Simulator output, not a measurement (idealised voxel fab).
process module | voxel ribs on slabs
cross-section cut | 190 nm wide | cells 5 nm
A cross-section is a grid of square cells, given in bands from the top down. A band is one or more rows of cells.
Each band's line starts with the height of the band's top and of its bottom, in nm. Then come its materials from left to right, each with its width in nm. One material with "throughout" fills the band from edge to edge. "air" is empty space.
Height 0 is the level under which the wafer as received is all one material. The lowest band goes on downwards, as in "0 down".
A width such as "30 to 40" changes by the same amount from each row of cells to the next, from the band's top row to its bottom row.
"no change" after a step means that no cell of the cross-section changed.
closed voids: empty space of 8 cells or more with no open way to the top, each as width x height at its distance from the left edge, in nm
after a step's settings: what the simulator itself notes on the step
overlay nm, on a step with a mask: how far to the right of its planned place the mask lay; to the left if negative
plan
1 op RECEIVE | material Si
2 op DIRECTIONAL_DEP | material SiO2 | thk nm 25
3 op DIRECTIONAL_DEP | material polySi | thk nm 15
4 op DIRECTIONAL_DEP | material aC | thk nm 15
5 op PATTERN | tone cover | mask id RIB | material resist | width nm 30 | thk nm 30 | overlay nm 0
6 op DIRECTIONAL_ETCH | etch materials aC | depth nm 15
7 op STRIP | etch materials resist
8 op DIRECTIONAL_ETCH | etch materials polySi | depth nm 10
9 op STRIP | etch materials aC
10 op DIRECTIONAL_DEP | material aC | thk nm 10
11 op PATTERN | tone cover | mask id SLAB | material resist | width nm 60 | thk nm 25 | overlay nm 0
12 op DIRECTIONAL_ETCH | etch materials aC | depth nm 10
13 op STRIP | etch materials resist
14 op DIRECTIONAL_ETCH | etch materials polySi | depth nm 5
15 op STRIP | etch materials aC
16 op FILL_DEP | material SiO2 | thk nm 15
17 op CMP | height nm 50
18 op DIRECTIONAL_DEP | material TiN | thk nm 5
19 op DIRECTIONAL_DEP | material aC | thk nm 10
20 op PATTERN | tone cover | mask id HEATER | material resist | width nm 40 | thk nm 30 | overlay nm 0
21 op DIRECTIONAL_ETCH | etch materials aC | depth nm 10
22 op STRIP | etch materials resist
23 op DIRECTIONAL_ETCH | etch materials TiN | depth nm 5
24 op STRIP | etch materials aC
25 op CONFORMAL_DEP | material SiO2 | thk nm 5
first wafer, as planned
as received, after step 1
  0 down: Si throughout
  closed voids: none
after step 2
  25 to 0: SiO2 throughout
  below 0: unchanged
after step 3
  40 to 25: polySi throughout
  below 25: unchanged
after step 4
  55 to 40: aC throughout
  below 40: unchanged
after step 5
  85 to 55: air 80 | resist 30 | air 80
  below 55: unchanged
after step 6
  70 to 55: air 80 | resist 30 | air 80
  55 to 40: air 80 | aC 30 | air 80
  below 40: unchanged
after step 7
  55 to 40: air 80 | aC 30 | air 80
  below 40: unchanged
after step 8
  55 to 40: air 80 | aC 30 | air 80
  40 to 30: air 80 | polySi 30 | air 80
  below 30: unchanged
after step 9
  40 to 30: air 80 | polySi 30 | air 80
  below 30: unchanged
after step 10
  50 to 40: air 80 | aC 30 | air 80
  40 to 30: aC 80 | polySi 30 | aC 80
  below 30: unchanged
after step 11
  75 to 50: air 65 | resist 60 | air 65
  50 to 40: air 65 | resist 15 | aC 30 | resist 15 | air 65
  below 40: unchanged
after step 12
  65 to 50: air 65 | resist 60 | air 65
  50 to 40: air 65 | resist 15 | aC 30 | resist 15 | air 65
  40 to 30: air 65 | aC 15 | polySi 30 | aC 15 | air 65
  below 30: unchanged
after step 13
  50 to 40: air 80 | aC 30 | air 80
  below 40: unchanged
after step 14
  50 to 40: air 80 | aC 30 | air 80
  40 to 30: air 65 | aC 15 | polySi 30 | aC 15 | air 65
  30 to 25: air 65 | polySi 60 | air 65
  below 25: unchanged
after step 15
  40 to 30: air 80 | polySi 30 | air 80
  below 30: unchanged
after step 16
  55 to 40: SiO2 throughout
  40 to 30: SiO2 80 | polySi 30 | SiO2 80
  30 to 25: SiO2 65 | polySi 60 | SiO2 65
  below 25: unchanged
after step 17
  50 to 40: SiO2 throughout
  below 40: unchanged
after step 18
  55 to 50: TiN throughout
  below 50: unchanged
after step 19
  65 to 55: aC throughout
  below 55: unchanged
after step 20
  95 to 65: air 75 | resist 40 | air 75
  below 65: unchanged
after step 21
  85 to 65: air 75 | resist 40 | air 75
  65 to 55: air 75 | aC 40 | air 75
  below 55: unchanged
after step 22
  65 to 55: air 75 | aC 40 | air 75
  below 55: unchanged
after step 23
  65 to 55: air 75 | aC 40 | air 75
  55 to 50: air 75 | TiN 40 | air 75
  below 50: unchanged
after step 24
  55 to 50: air 75 | TiN 40 | air 75
  below 50: unchanged
after step 25
  60 to 55: air 70 | SiO2 50 | air 70
  55 to 50: SiO2 75 | TiN 40 | SiO2 75
  below 50: unchanged
second wafer: like start, like plan, one mistake. Through step 17 it matches the first wafer
when step 18 should have ended
  55 to 50: polySi throughout
  below 50: unchanged
when step 19 should have ended
  65 to 55: aC throughout
  below 55: unchanged
when step 20 should have ended
  95 to 65: air 75 | resist 40 | air 75
  below 65: unchanged
when step 21 should have ended
  85 to 65: air 75 | resist 40 | air 75
  65 to 55: air 75 | aC 40 | air 75
  below 55: unchanged
when step 22 should have ended
  65 to 55: air 75 | aC 40 | air 75
  below 55: unchanged
when step 23 should have ended: no change
when step 24 should have ended
  55 to 50: polySi throughout
  below 50: unchanged
when step 25 should have ended
  60 to 55: SiO2 throughout
  below 55: unchanged
what went wrong: step 18 ran as: op DIRECTIONAL_DEP | material polySi | thk nm 5
at the end the second wafer has, in cells: 2 fewer of SiO2 | 8 fewer of TiN | 38 more of polySi
